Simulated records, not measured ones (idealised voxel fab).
Process module in this document: voxel released beams
Cross-sectional view cut (width: 230 nm; square cell size: 5 nm).
A cross-section is written here as square cells arranged in a grid, and it is given in bands from the top down, each band taking up one or more rows of cells. This entry defines a band. It first specifies the height of the band's top and the height of its bottom in nm, and then specifies the band's materials from left to right, stating each material with its width in nm. The word "edge to edge" identifies a single material that fills the band from edge to edge, while the word "blank" identifies empty space. Counting heights begins at 0, where everything beneath is, in the wafer as received, one material. The lowest band has no bottom; it goes on downwards, as "0..down" shows. The two numbers in a width such as "30..40" mark its ends across the band: the first belongs to the top row of cells, the second to the bottom row, and from each row to the next the width moves by the same amount. Step note "no modifications" = no cross-section cell changed. If an empty space has no open way to the top and is at least 8 cells in size, "Cavities, sealed" lists it, written width x height at distance, where distance is measured from the left edge and every value is in nm. Post-settings text on a step line: simulator's own remark regarding the step. Each step line may optionally specify "overlay nm", which for a step with a mask gives the rightward distance between the mask's planned place and where it lay, a negative value indicating the leftward direction.
THE FOLLOWING LIST GIVES THE PLANNED PROCESS STEPS
1: op RECEIVE | material Si
2: op CONFORMAL_DEP | material Al2O3 | thk nm 10
3: op DIRECTIONAL_DEP | material SiO2 | thk nm 15
4: op PATTERN | tone open | mask id ANCHOR | material resist | width nm 35 | thk nm 15 | overlay nm 0
5: op DIRECTIONAL_ETCH | etch materials SiO2 | depth nm 15
6: op STRIP | etch materials resist
7: op CONFORMAL_DEP | material polySi | thk nm 10
8: op DIRECTIONAL_DEP | material aC | thk nm 10
9: op PATTERN | tone cover | mask id BEAM | material resist | width nm 95 | thk nm 25 | overlay nm 0
10: op DIRECTIONAL_ETCH | etch materials aC | depth nm 10
11: op STRIP | etch materials resist
12: op DIRECTIONAL_ETCH | etch materials polySi | depth nm 10
13: op STRIP | etch materials aC
14: op STRIP | etch materials SiO2
AS RECEIVED, AFTER STEP 1
- 0..down = Si edge to edge
- Cavities, sealed: none
BELOW IS THE WAFER IN CROSS-SECTION AFTER THE MODULE WAS COMPLETED. IT BEGAN FROM THE STARTING POINT SHOWN ABOVE AND FOLLOWED THE PLAN SHOWN ABOVE, EXCEPT THAT ONE MISTAKE WAS MADE WHILE RUNNING IT
- 35..25 = 65 blank, 95 polySi, 70 blank
- 25..10 = polySi edge to edge
- 10..0 = Al2O3 edge to edge
- 0..down = Si edge to edge
- Cavities, sealed: none
What was the processing mistake? step 3 was run on a setting that differed from the plan, and what really ran there is op DIRECTIONAL_DEP | material polySi | thk nm 15
